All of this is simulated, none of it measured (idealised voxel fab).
process module | voxel spacer lines
cross-section cut | 265 nm wide | cells 5 nm
A cross-section is a grid of square cells, given in bands from the top down. A band is one or more rows of cells.
Each band's line starts with the height of the band's top and of its bottom, in nm. Then come its materials from left to right, each with its width in nm. One material with "throughout" fills the band from edge to edge. "air" is empty space.
Height 0 is the level under which the wafer as received is all one material. The lowest band goes on downwards, as in "0 down".
A width such as "30 to 40" changes by the same amount from each row of cells to the next, from the band's top row to its bottom row.
"no change" after a step means that no cell of the cross-section changed.
closed voids: empty space of 8 cells or more with no open way to the top, each as width x height at its distance from the left edge, in nm
after a step's settings: what the simulator itself notes on the step
overlay nm, on a step with a mask: how far to the right of its planned place the mask lay; to the left if negative
plan
1 op RECEIVE | material Si
2 op CONFORMAL_DEP | material Al2O3 | thk nm 5
3 op DIRECTIONAL_DEP | material W | thk nm 10
4 op DIRECTIONAL_DEP | material polySi | thk nm 25
5 op PATTERN | tone cover | mask id MANDREL | material resist | width nm 20 | pitch nm 70 | thk nm 30 | overlay nm 0
6 op DIRECTIONAL_ETCH | etch materials polySi | depth nm 25
7 op STRIP | etch materials resist
8 op CONFORMAL_DEP | material SiO2 | thk nm 15
9 op DIRECTIONAL_ETCH | etch materials SiO2 | depth nm 15
10 op STRIP | etch materials polySi
11 op DIRECTIONAL_ETCH | etch materials W | depth nm 10
12 op STRIP | etch materials SiO2
varied across the wafers: thk nm of step 2. The plan shows the first wafer's value. All wafers start alike
first wafer as received, after step 1
  0 down: Si throughout
  closed voids: none
each wafer at the end: cells of each material gained (+) or lost (-) since it was received, then its closed voids
thk nm 5 | +53 Al2O3 | +24 W | closed voids: none
thk nm 10 | +106 Al2O3 | +24 W | closed voids: none
thk nm 15 | +159 Al2O3 | +24 W | closed voids: none
thk nm 20 | +212 Al2O3 | +24 W | closed voids: none
thk nm 25 | +265 Al2O3 | +24 W | closed voids: none
